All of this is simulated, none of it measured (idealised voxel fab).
A process module follows: voxel wiring stack.
FYI the section here is cut, 165 nm wide, cells are 5 nm squares.
Cross-section layout: square cells on a grid; listed as bands, top to bottom; a band spans one or more cell rows.
For a band, the entry starts with two heights in nm, that of the top and then that of the bottom, and carries on with the band's materials in order from left to right, each alongside its width in nm; the word "throughout" beside a single material means it fills the band edge to edge, and "empty" means empty space.
Heights are reckoned from 0. Under this level, the received wafer is all of one material. The bottommost band is open-ended downward, for example "0 and below".
When a width is written as two numbers, as in "30..40", the first number is the width in the top row of cells of the band and the second is the width in its bottom row, and the width changes by the same amount from each row to the next.
Take "nothing changed" at face value: in the step it is given for, the cross-section changed in none of its cells.
Empty spaces counting at least 8 cells and having no open way to the top are listed in "Closed voids list". The notation width x height at distance is used for each, the distance being from the left edge and all three values in nm.
Read whatever lies past the settings on a step's line as the simulator's own remark about the step.
overlay nm: step with mask; distance mask lay right of planned place; negative value = left of planned place.
### Planned process steps
1. RECEIVE | material Si
2. CONFORMAL_DEP | material SiO2 | thk nm 10
3. CONFORMAL_DEP | material SiCN | thk nm 5
4. DIRECTIONAL_DEP | material lowk | thk nm 25
5. MASKED_ETCH | tone open | mask id METAL_1 | width nm 30 | pitch nm 45 | etch materials lowk | depth nm 25 | overlay nm 0
6. MASKED_ETCH | tone open | mask id METAL_1 | width nm 30 | pitch nm 45 | etch materials SiCN | depth nm 5 | overlay nm 0
7. CONFORMAL_DEP | material TiN | thk nm 5
8. FILL_DEP | material Cu | thk nm 5
9. CMP | height nm 40
10. EPI | material Ru | thk nm 5
11. FILL_DEP | material SiCN | thk nm 5
12. DIRECTIONAL_DEP | material SiO2 | thk nm 30
13. MASKED_ETCH | tone open | mask id METAL_2_HOLES | width nm 15 | pitch nm 45 | etch materials SiO2 | depth nm 30 | overlay nm 0
14. PATTERN | tone open | mask id METAL_2 | material resist | width nm 30 | pitch nm 45 | thk nm 20 | overlay nm 0
15. DIRECTIONAL_ETCH | etch materials SiO2 | depth nm 20
16. DIRECTIONAL_ETCH | etch materials SiCN | depth nm 5
17. STRIP | etch materials resist
18. CONFORMAL_DEP | material TiN | thk nm 5
19. FILL_DEP | material Cu | thk nm 10
20. CMP | height nm 80
21. CONFORMAL_DEP | material SiCN | thk nm 5
22. DIRECTIONAL_DEP | material lowk | thk nm 20
23. PATTERN | tone open | mask id PLUG_2 | material resist | width nm 15 | thk nm 15 | overlay nm 0
24. DIRECTIONAL_ETCH | etch materials lowk | depth nm 20
25. DIRECTIONAL_ETCH | etch materials SiCN | depth nm 5
26. STRIP | etch materials resist
27. CONFORMAL_DEP | material TiN | thk nm 5
28. FILL_DEP | material Cu | thk nm 10
29. CMP | height nm 105
30. CONFORMAL_DEP | material SiCN | thk nm 5
31. DIRECTIONAL_DEP | material SiO2 | thk nm 25
32. MASKED_ETCH | tone open | mask id METAL_3 | width nm 30 | pitch nm 45 | etch materials SiO2 | depth nm 25 | overlay nm 0
33. MASKED_ETCH | tone open | mask id METAL_3 | width nm 30 | pitch nm 45 | etch materials SiCN | depth nm 5 | overlay nm 0
34. CONFORMAL_DEP | material TiN | thk nm 5
35. FILL_DEP | material Ru | thk nm 5
36. CMP | height nm 135
37. CONFORMAL_DEP | material SiCN | thk nm 5
38. DIRECTIONAL_DEP | material lowk | thk nm 10
39. MASKED_ETCH | tone open | mask id PLUG_3 | width nm 15 | etch materials lowk | depth nm 10 | overlay nm 0
40. MASKED_ETCH | tone open | mask id PLUG_3 | width nm 15 | etch materials SiCN | depth nm 5 | overlay nm 0
41. CONFORMAL_DEP | material TiN | thk nm 5
42. FILL_DEP | material W | thk nm 10
43. CMP | height nm 150
44. CONFORMAL_DEP | material SiN | thk nm 5
45. DIRECTIONAL_DEP | material SiO2 | thk nm 20
46. MASKED_ETCH | tone open | mask id METAL_4 | width nm 30 | pitch nm 45 | etch materials SiO2 | depth nm 20 | overlay nm 0
47. MASKED_ETCH | tone open | mask id METAL_4 | width nm 30 | pitch nm 45 | etch materials SiN | depth nm 5 | overlay nm 0
48. CONFORMAL_DEP | material TiN | thk nm 5
49. FILL_DEP | material Cu | thk nm 10
50. CMP | height nm 175
51. EPI | material Ru | thk nm 5
52. FILL_DEP | material SiCN | thk nm 5
### As-received state of the wafer in cross-section, equivalent to post-step 1
0 and below = Si throughout
Closed voids list: none
### The following cross-section depicts the wafer upon conclusion of the module. Processing commenced from the starting condition illustrated above and adhered to the plan illustrated above, save for one mistake in execution
185 down to 180 = SiCN throughout
180 down to 175 = 40 SiCN / 40 Ru / 5 SiCN / 40 Ru / 40 SiCN
175 down to 155 = 45 SiO2 / 5 TiN / 20 Cu / 5 TiN / 15 SiO2 / 5 TiN / 20 Cu / 5 TiN / 45 SiO2
155 down to 150 = 45 SiN / 30 TiN / 15 SiN / 30 TiN / 45 SiN
150 down to 140 = 45 lowk / 5 TiN / 5 W / 5 TiN / 105 lowk
140 down to 135 = 45 SiCN / 15 TiN / 105 SiCN
135 down to 130 = 45 SiCN / 30 TiN / 15 SiCN / 30 TiN / 45 SiCN
130 down to 105 = SiO2 throughout
105 down to 85 = 45 lowk / 5 TiN / 5 Cu / 5 TiN / 105 lowk
85 down to 80 = 45 SiCN / 15 TiN / 105 SiCN
80 down to 65 = 45 SiO2 / 5 TiN / 20 Cu / 5 TiN / 15 SiO2 / 5 TiN / 20 Cu / 5 TiN / 45 SiO2
65 down to 60 = 45 SiO2 / 5 TiN / 5 Cu / 20 TiN / 15 SiO2 / 5 TiN / 5 Cu / 20 TiN / 45 SiO2
60 down to 50 = 45 SiO2 / 5 TiN / 5 Cu / 5 TiN / 30 SiO2 / 5 TiN / 5 Cu / 5 TiN / 60 SiO2
50 down to 45 = 45 SiCN / 15 TiN / 30 SiCN / 15 TiN / 60 SiCN
45 down to 40 = 40 SiCN / 40 Ru / 5 SiCN / 40 Ru / 40 SiCN
40 down to 15 = 45 lowk / 5 TiN / 20 Cu / 5 TiN / 15 lowk / 5 TiN / 20 Cu / 5 TiN / 45 lowk
15 down to 10 = 45 SiCN / 30 TiN / 15 SiCN / 30 TiN / 45 SiCN
10 down to 0 = SiO2 throughout
0 and below = Si throughout
Closed voids list: none
what went wrong: step 30 ran in the slot meant for step 31, and vice versa
